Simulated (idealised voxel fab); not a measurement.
process module | voxel ribs on slabs
Cross-sectional view cut (width: 190 nm; square cell size: 5 nm).
Heads up, the way a cross-section reads in here is a grid of square cells, handed over as bands from the top down, with every band being one or more rows of cells. The entry gives the band's vertical extent as a top height and a bottom height in nm, then its horizontal make-up as materials from left to right, each with a width in nm. "empty" stands for empty space; a single material marked "edge to edge" fills the band edge to edge. Height reference: 0 = level under which incoming wafer is all one material. Lowest band: no bottom, runs on downward, e.g. "0 -> down". The expression "30 to 40" gives the width at the extremes of the band, the first number at its top row of cells and the second at its bottom row, with the width changing by equal amounts from each row to the next in between. "nothing altered", as given for a step, is the statement that not any cell of the cross-section underwent a change during that step. If an empty space has no open way to the top and is at least 8 cells in size, "Closed void register" lists it, written width x height at distance, where distance is measured from the left edge and every value is in nm. That trailing text on a step's line, after the settings, is the simulator's own remark on the step. overlay nm: step with mask; distance mask lay right of planned place; negative value = left of planned place.
-- Planned process steps
| 1 | RECEIVE,material Si |
| 2 | DIRECTIONAL_DEP,material SiO2,thk nm 20 |
| 3 | DIRECTIONAL_DEP,material SiN,thk nm 20 |
| 4 | DIRECTIONAL_DEP,material aC,thk nm 10 |
| 5 | PATTERN,tone cover,mask id RIB,material resist,width nm 15,thk nm 25,overlay nm 0 |
| 6 | DIRECTIONAL_ETCH,etch materials aC,depth nm 10 |
| 7 | STRIP,etch materials resist |
| 8 | DIRECTIONAL_ETCH,etch materials SiN,depth nm 15 |
| 9 | STRIP,etch materials aC |
| 10 | PATTERN,tone cover,mask id SLAB,material resist,width nm 65,thk nm 20,overlay nm 0 |
| 11 | DIRECTIONAL_ETCH,etch materials SiN,depth nm 5 |
| 12 | STRIP,etch materials resist |
| 13 | FILL_DEP,material SiO2,thk nm 20 |
| 14 | CMP,height nm 50 |
| 15 | DIRECTIONAL_DEP,material W,thk nm 10 |
| 16 | PATTERN,tone cover,mask id HEATER,material resist,width nm 25,thk nm 15,overlay nm 0 |
| 17 | DIRECTIONAL_ETCH,etch materials W,depth nm 10 |
| 18 | STRIP,etch materials resist |
| 19 | CONFORMAL_DEP,material SiN,thk nm 5 |
-- So this is the incoming wafer in cross-section - it's already been through step 1
  0 -> down = Si edge to edge
  Closed void register: none
-- End-of-module XS, first of two wafers, run as planned
  65 -> 60 = empty=75, SiN=35, empty=80
  60 -> 55 = empty=75, SiN=5, W=25, SiN=5, empty=80
  55 -> 50 = SiN=80, W=25, SiN=85
  50 -> 40 = SiO2 edge to edge
  40 -> 25 = SiO2=85, SiN=15, SiO2=90
  25 -> 20 = SiO2=60, SiN=65, SiO2=65
  20 -> 0 = SiO2 edge to edge
  0 -> down = Si edge to edge
  Closed void register: none
-- Here is the second of the two wafers cut open at the end of the module - same start, same plan as the first one, but we made one mistake running it
  65 -> 60 = empty=75, SiN=35, empty=80
  60 -> 55 = empty=75, SiN=5, W=25, SiN=5, empty=80
  55 -> 50 = SiN=80, W=25, SiN=85
  50 -> 40 = SiO2 edge to edge
  40 -> 25 = SiO2=75, SiN=15, SiO2=100
  25 -> 20 = SiO2=60, SiN=65, SiO2=65
  20 -> 0 = SiO2 edge to edge
  0 -> down = Si edge to edge
  Closed void register: none
Against the plan, the run slipped here: note that step 5 departed from the planned setting and was carried out as PATTERN,tone cover,mask id RIB,material resist,width nm 15,thk nm 25,overlay nm -10
So at the finish, the second wafer's got exactly as many cells of each material as the first, just not in the same spots.
